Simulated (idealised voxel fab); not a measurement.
Process module heading - voxel plated lines
The width of the displayed cross-section, cut, is 265 nm; its cells are square, with a size of 5 nm.
Notation: cross-section as square-cell grid; stated in bands, top first, going down; one or more cell rows per band. Heights first: top, then bottom, in nm. Then materials, left to right, each with a width in nm. "everywhere" on a single material: fills the band edge to edge. "blank": empty space. Where do heights start? At 0: under that level the wafer as delivered is made of one material only. And the lowest band has no floor; it just carries on downward, as in "0 nm and below". You'd read "30..40" like this: the band's top row of cells is as wide as the first number, its bottom row is as wide as the second, and going down, every row changes width by the same amount as the row before did. Where the words "no change occurred" appear for a step, the cross-section shows no cell changed by that step; every cell remained as before. "Catalogued sealed voids": sealed empty spaces, 8 cells or more, no open way to top, listed width x height at distance, with distance from the left edge and width, height and distance in nm. Step line, after settings: the simulator's comment on this step. If you see "overlay nm" on a step's line and that step has a mask, it's telling you how far right of where it was planned the mask ended up; a negative number means it went left instead.
## Process steps - plan
1,RECEIVE, material Si
2,CONFORMAL_DEP, material SiO2, thk nm 5
3,DIRECTIONAL_DEP, material TiN, thk nm 5
4,PATTERN, tone open, mask id LINES, material resist, width nm 15, pitch nm 40, thk nm 25, overlay nm 0
5,EPI, material Ru, thk nm 5
6,EPI, material Ru, thk nm 5
7,STRIP, etch materials resist
8,DIRECTIONAL_ETCH, etch materials TiN, depth nm 5
9,CONFORMAL_DEP, material SiCN, thk nm 10
## Cross-section of the incoming wafer, state after step 1
- 0 nm and below = Si everywhere
- Catalogued sealed voids: none
## Looking at the first of two wafers in cross-section at end of module - ran to plan
- 30 nm to 20 nm = blank 95, then SiCN 35, then blank 5, then SiCN 35, then blank 95
- 20 nm to 15 nm = blank 95, then SiCN 10, then Ru 15, then SiCN 10, then blank 5, then SiCN 10, then Ru 15, then SiCN 10, then blank 95
- 15 nm to 10 nm = SiCN 105, then Ru 15, then SiCN 25, then Ru 15, then SiCN 105
- 10 nm to 5 nm = SiCN 105, then TiN 15, then SiCN 25, then TiN 15, then SiCN 105
- 5 nm to 0 nm = SiO2 everywhere
- 0 nm and below = Si everywhere
- Catalogued sealed voids: none
## Second wafer cross-section at end of module - shared start and plan with the first, one mistake in the run
- 30 nm to 25 nm = blank 90, then SiCN 85, then blank 90
- 25 nm to 20 nm = SiCN everywhere
- 20 nm to 15 nm = SiCN 100, then Ru 25, then SiCN 15, then Ru 25, then SiCN 100
- 15 nm to 10 nm = Ru everywhere
- 10 nm to 5 nm = TiN everywhere
- 5 nm to 0 nm = SiO2 everywhere
- 0 nm and below = Si everywhere
- Catalogued sealed voids: none
Processing error: steps 6 and 7 swapped
Bottom line after processing is that, in cells, the second wafer is up or down on some materials versus the first: 51 more of Ru | 17 fewer of SiCN | 47 more of TiN
